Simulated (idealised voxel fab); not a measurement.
Herein follows the process module entitled voxel capacitor over wiring.
cross-section cut | 220 nm wide | cells 5 nm
When this document writes out a cross-section, it uses a grid of square cells and lists it as bands, beginning at the top and moving down, with a band standing for one or more rows of cells. The band entry comprises the height of the band's top followed by the height of its bottom, expressed in nm, and subsequently the band's materials from left to right, each stated together with its width in nm. Where a single material is marked with the word "throughout", that material fills the band from edge to edge. The word "empty" represents empty space. Basically, 0 is our baseline, since under it the wafer straight out of the box is all one material. The bottom band has no lower end and keeps on going down, so it looks like "0 nm and below". Width: "30 to 40" (first number = top row, second number = bottom row, same change from row to row of cells). What does "everything unchanged" mean for a step? It means no cell of the cross-section changed in that step. The list in "Entrapped voids" covers empty spaces of 8 cells or more that cannot reach the top through any open way, and it gives each as width x height at distance; the distance is from the left edge, and width, height and distance are in nm. On a step's line, text after the settings is the simulator commenting on that step. "overlay nm", when on a step's line for a step with a mask, measures how far to the right of its planned place the mask lay; a negative measure means to the left.
This section lists the process steps that were planned
- 1: RECEIVE, material Si
- 2: CONFORMAL_DEP, material SiO2, thk nm 15
- 3: DIRECTIONAL_DEP, material TiN, thk nm 5
- 4: DIRECTIONAL_DEP, material W, thk nm 20
- 5: DIRECTIONAL_DEP, material aC, thk nm 10
- 6: PATTERN, tone cover, mask id METAL_1, material resist, width nm 20, pitch nm 70, thk nm 30, overlay nm 0
- 7: DIRECTIONAL_ETCH, etch materials aC, depth nm 10
- 8: STRIP, etch materials resist
- 9: DIRECTIONAL_ETCH, etch materials W, depth nm 20
- 10: DIRECTIONAL_ETCH, etch materials TiN, depth nm 5
- 11: STRIP, etch materials aC
- 12: CONFORMAL_DEP, material SiCN, thk nm 5
- 13: FILL_DEP, material lowk, thk nm 5
- 14: CMP, height nm 40
- 15: CONFORMAL_DEP, material SiCN, thk nm 5
- 16: DIRECTIONAL_DEP, material lowk, thk nm 20
- 17: PATTERN, tone open, mask id PLUG_1, material resist, width nm 15, thk nm 20, overlay nm 0
- 18: DIRECTIONAL_ETCH, etch materials lowk, depth nm 20
- 19: DIRECTIONAL_ETCH, etch materials SiCN, depth nm 5
- 20: STRIP, etch materials resist
- 21: CONFORMAL_DEP, material TiN, thk nm 5
- 22: FILL_DEP, material Ru, thk nm 5
- 23: CMP, height nm 65
- 24: DIRECTIONAL_DEP, material TiN, thk nm 10
- 25: DIRECTIONAL_DEP, material HfO2, thk nm 5
- 26: DIRECTIONAL_DEP, material TiN, thk nm 10
- 27: PATTERN, tone cover, mask id UPPER_PLATE, material resist, width nm 55, thk nm 15, overlay nm 0
- 28: DIRECTIONAL_ETCH, etch materials TiN, depth nm 10
- 29: DIRECTIONAL_ETCH, etch materials HfO2, depth nm 5
- 30: STRIP, etch materials resist
- 31: PATTERN, tone cover, mask id LOWER_PLATE, material resist, width nm 65, thk nm 15, overlay nm 0
- 32: DIRECTIONAL_ETCH, etch materials TiN, depth nm 10
- 33: STRIP, etch materials resist
- 34: FILL_DEP, material SiO2, thk nm 15
- 35: CMP, height nm 100
- 36: DIRECTIONAL_DEP, material aC, thk nm 15
- 37: PATTERN, tone open, mask id PLUG_2, material resist, width nm 15, thk nm 30, overlay nm 0
- 38: DIRECTIONAL_ETCH, etch materials aC, depth nm 15
- 39: STRIP, etch materials resist
- 40: DIRECTIONAL_ETCH, etch materials SiO2, depth nm 10
- 41: STRIP, etch materials aC
- 42: CONFORMAL_DEP, material TiN, thk nm 5
- 43: FILL_DEP, material Cu, thk nm 10
- 44: CMP, height nm 100
- 45: CONFORMAL_DEP, material SiN, thk nm 5
Wafer cross-section on receipt, i.e. after step 1
  0 nm and below = Si throughout
  Entrapped voids: none
Here's the cross-section of the first of our two wafers at the end of the module - it ran as planned
  105 nm to 100 nm = SiN throughout
  100 nm to 95 nm = SiO2 (80), TiN (5), Cu (5), TiN (5), SiO2 (125)
  95 nm to 90 nm = SiO2 (80), TiN (15), SiO2 (125)
  90 nm to 80 nm = SiO2 (70), TiN (55), SiO2 (95)
  80 nm to 75 nm = SiO2 (70), HfO2 (55), SiO2 (95)
  75 nm to 65 nm = SiO2 (65), TiN (65), SiO2 (90)
  65 nm to 45 nm = lowk (70), TiN (5), Ru (5), TiN (5), lowk (135)
  45 nm to 40 nm = SiCN (70), TiN (15), SiCN (135)
  40 nm to 20 nm = lowk (60), SiCN (5), W (20), SiCN (5), lowk (40), SiCN (5), W (20), SiCN (5), lowk (60)
  20 nm to 15 nm = SiCN (65), TiN (20), SiCN (50), TiN (20), SiCN (65)
  15 nm to 0 nm = SiO2 throughout
  0 nm and below = Si throughout
  Entrapped voids: none
Here's the second of our two wafers sectioned at module end. Same start as the first, same plan, but one mistake got made running it
  105 nm to 100 nm = SiN throughout
  100 nm to 95 nm = SiO2 (80), TiN (5), Cu (5), TiN (5), SiO2 (125)
  95 nm to 90 nm = SiO2 (80), TiN (15), SiO2 (125)
  90 nm to 80 nm = SiO2 (70), TiN (55), SiO2 (95)
  80 nm to 75 nm = SiO2 (70), HfO2 (55), SiO2 (95)
  75 nm to 65 nm = SiO2 (65), TiN (65), SiO2 (90)
  65 nm to 45 nm = lowk (70), TiN (5), Ru (5), TiN (5), lowk (135)
  45 nm to 40 nm = SiCN (70), TiN (15), SiCN (135)
  40 nm to 20 nm = lowk (60), SiCN (5), W (25), SiCN (5), lowk (35), SiCN (5), W (25), SiCN (5), lowk (55)
  20 nm to 15 nm = SiCN (65), TiN (25), SiCN (45), TiN (25), SiCN (60)
  15 nm to 0 nm = SiO2 throughout
  0 nm and below = Si throughout
  Entrapped voids: none
Run error: step 6 off recipe, ran as PATTERN, tone cover, mask id METAL_1, material resist, width nm 25, pitch nm 70, thk nm 30, overlay nm 0
Upon completion, the second wafer contains, in terms of cells, a greater or smaller amount of certain materials than the first wafer: 2 fewer of SiCN, 2 more of TiN, 8 more of W, 8 fewer of lowk
